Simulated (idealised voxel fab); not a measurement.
The document below concerns the process module designated voxel ribs on slabs.
Section shown: cut. Width: 190 nm. Cell size: 5 nm, square.
We lay out every cross-section as a grid of square cells and spell it out in bands from the top down, where one band means one or more rows of cells.
Heights first: top, then bottom, in nm. Then materials, left to right, each with a width in nm. "all across" on a single material: fills the band edge to edge. "blank": empty space.
All heights in this document are referenced to 0, defined as the level beneath which the wafer, as received, consists entirely of one material. The lowest band is not bounded below; it extends indefinitely downward and is written in the form "top 0, no bottom".
Width "30..40": first value at the band's top row of cells, second value at its bottom row, equal change from row to row.
"no change occurred" -> step changed no cross-section cell.
Empty spaces counting at least 8 cells and having no open way to the top are listed in "Sealed internal voids". The notation width x height at distance is used for each, the distance being from the left edge and all three values in nm.
Anything after a step's settings on that line? It's the simulator's own note about the step.
overlay nm: for a step with a mask, the amount by which the mask lay right of where it was planned; a negative amount means left of it.
### plan
step 1: RECEIVE, material Si
step 2: DIRECTIONAL_DEP, material SiO2, thk nm 30
step 3: DIRECTIONAL_DEP, material polySi, thk nm 20
step 4: PATTERN, tone cover, mask id RIB, material resist, width nm 30, thk nm 20, overlay nm 0
step 5: DIRECTIONAL_ETCH, etch materials polySi, depth nm 15
step 6: STRIP, etch materials resist
step 7: PATTERN, tone cover, mask id SLAB, material resist, width nm 80, thk nm 15, overlay nm 0
step 8: DIRECTIONAL_ETCH, etch materials polySi, depth nm 5
step 9: STRIP, etch materials resist
step 10: FILL_DEP, material SiO2, thk nm 20
step 11: CMP, height nm 60
step 12: DIRECTIONAL_DEP, material W, thk nm 5
step 13: MASKED_ETCH, tone cover, mask id HEATER, width nm 40, etch materials W, depth nm 5, overlay nm 0
step 14: CONFORMAL_DEP, material SiO2, thk nm 5
### Cross-sectional view of the wafer in its as-received condition, corresponding to the state after step 1
	top 0, no bottom = Si all across
	Sealed internal voids: none
### The plan above was carried out on the starting structure above with one mistake, and this cross-section shows the wafer at the end of the module
	top 70, bottom 65 = blank: 70, SiO2: 50, blank: 70
	top 65, bottom 60 = SiO2: 75, W: 40, SiO2: 75
	top 60, bottom 50 = W all across
	top 50, bottom 35 = W: 80, polySi: 30, W: 80
	top 35, bottom 30 = W: 55, polySi: 80, W: 55
	top 30, bottom 0 = SiO2 all across
	top 0, no bottom = Si all across
	Sealed internal voids: none
It is concluded that the wafer was processed incorrectly with respect to the plan, in that step 10 did not happen as planned, as run it was FILL_DEP, material W, thk nm 20
